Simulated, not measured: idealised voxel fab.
process module | voxel capacitor over wiring
cross-section cut | 230 nm wide | cells 5 nm
A cross-section is a grid of square cells, given in bands from the top down. A band is one or more rows of cells.
Each band's line starts with the height of the band's top and of its bottom, in nm. Then come its materials from left to right, each with its width in nm. One material with "throughout" fills the band from edge to edge. "air" is empty space.
Height 0 is the level under which the wafer as received is all one material. The lowest band goes on downwards, as in "0 down".
A width such as "30 to 40" changes by the same amount from each row of cells to the next, from the band's top row to its bottom row.
"no change" after a step means that no cell of the cross-section changed.
closed voids: empty space of 8 cells or more with no open way to the top, each as width x height at its distance from the left edge, in nm
after a step's settings: what the simulator itself notes on the step
overlay nm, on a step with a mask: how far to the right of its planned place the mask lay; to the left if negative
plan
1 op RECEIVE | material Si
2 op CONFORMAL_DEP | material SiO2 | thk nm 10
3 op DIRECTIONAL_DEP | material TiN | thk nm 5
4 op DIRECTIONAL_DEP | material W | thk nm 25
5 op DIRECTIONAL_DEP | material aC | thk nm 10
6 op PATTERN | tone cover | mask id METAL_1 | material resist | width nm 30 | pitch nm 85 | thk nm 30 | overlay nm 0
7 op DIRECTIONAL_ETCH | etch materials aC | depth nm 10
8 op STRIP | etch materials resist
9 op DIRECTIONAL_ETCH | etch materials W | depth nm 25
10 op DIRECTIONAL_ETCH | etch materials TiN | depth nm 5
11 op STRIP | etch materials aC
12 op FILL_DEP | material SiO2 | thk nm 5
13 op CMP | height nm 40
14 op CONFORMAL_DEP | material SiCN | thk nm 5
15 op DIRECTIONAL_DEP | material SiO2 | thk nm 20
16 op PATTERN | tone open | mask id PLUG_1 | material resist | width nm 15 | thk nm 20 | overlay nm 0
17 op DIRECTIONAL_ETCH | etch materials SiO2 | depth nm 20
18 op DIRECTIONAL_ETCH | etch materials SiCN | depth nm 5
19 op STRIP | etch materials resist
20 op CONFORMAL_DEP | material TiN | thk nm 5
21 op FILL_DEP | material Ru | thk nm 10
22 op CMP | height nm 65
23 op DIRECTIONAL_DEP | material TiN | thk nm 10
24 op DIRECTIONAL_DEP | material SiN | thk nm 5
25 op DIRECTIONAL_DEP | material TiN | thk nm 10
26 op PATTERN | tone cover | mask id UPPER_PLATE | material resist | width nm 60 | thk nm 20 | overlay nm 0
27 op DIRECTIONAL_ETCH | etch materials TiN | depth nm 10
28 op DIRECTIONAL_ETCH | etch materials SiN | depth nm 5
29 op STRIP | etch materials resist
30 op PATTERN | tone cover | mask id LOWER_PLATE | material resist | width nm 70 | thk nm 15 | overlay nm 0
31 op DIRECTIONAL_ETCH | etch materials TiN | depth nm 10
32 op STRIP | etch materials resist
33 op FILL_DEP | material SiO2 | thk nm 15
34 op CMP | height nm 100
35 op PATTERN | tone open | mask id PLUG_2 | material resist | width nm 15 | thk nm 20 | overlay nm 0
36 op DIRECTIONAL_ETCH | etch materials SiO2 | depth nm 10
37 op STRIP | etch materials resist
38 op CONFORMAL_DEP | material TiN | thk nm 5
39 op FILL_DEP | material W | thk nm 10
40 op CMP | height nm 100
41 op CONFORMAL_DEP | material SiN | thk nm 5
as received, after step 1
  0 down: Si throughout
  closed voids: none
first wafer at the end, as planned
  105 to 100: SiN throughout
  100 to 95: SiO2 80 | TiN 5 | W 5 | TiN 5 | SiO2 135
  95 to 90: SiO2 80 | TiN 15 | SiO2 135
  90 to 80: SiO2 70 | TiN 60 | SiO2 100
  80 to 75: SiO2 70 | SiN 60 | SiO2 100
  75 to 65: SiO2 65 | TiN 70 | SiO2 95
  65 to 45: SiO2 70 | TiN 5 | Ru 5 | TiN 5 | SiO2 145
  45 to 40: SiCN 70 | TiN 15 | SiCN 145
  40 to 15: SiO2 55 | W 30 | SiO2 55 | W 30 | SiO2 60
  15 to 10: SiO2 55 | TiN 30 | SiO2 55 | TiN 30 | SiO2 60
  10 to 0: SiO2 throughout
  0 down: Si throughout
  closed voids: none
second wafer at the end: like start, like plan, one mistake
  105 to 100: SiN throughout
  100 to 95: SiO2 80 | TiN 5 | W 5 | TiN 5 | SiO2 135
  95 to 90: SiO2 80 | TiN 15 | SiO2 135
  90 to 80: SiO2 70 | TiN 65 | SiO2 95
  80 to 75: SiO2 70 | SiN 65 | SiO2 95
  75 to 65: SiO2 65 | TiN 70 | SiO2 95
  65 to 45: SiO2 70 | TiN 5 | Ru 5 | TiN 5 | SiO2 145
  45 to 40: SiCN 70 | TiN 15 | SiCN 145
  40 to 15: SiO2 55 | W 30 | SiO2 55 | W 30 | SiO2 60
  15 to 10: SiO2 55 | TiN 30 | SiO2 55 | TiN 30 | SiO2 60
  10 to 0: SiO2 throughout
  0 down: Si throughout
  closed voids: none
what went wrong: step 26 ran as: op PATTERN | tone cover | mask id UPPER_PLATE | material resist | width nm 65 | thk nm 20 | overlay nm 0
at the end the second wafer has, in cells: 1 more of SiN | 3 fewer of SiO2 | 2 more of TiN
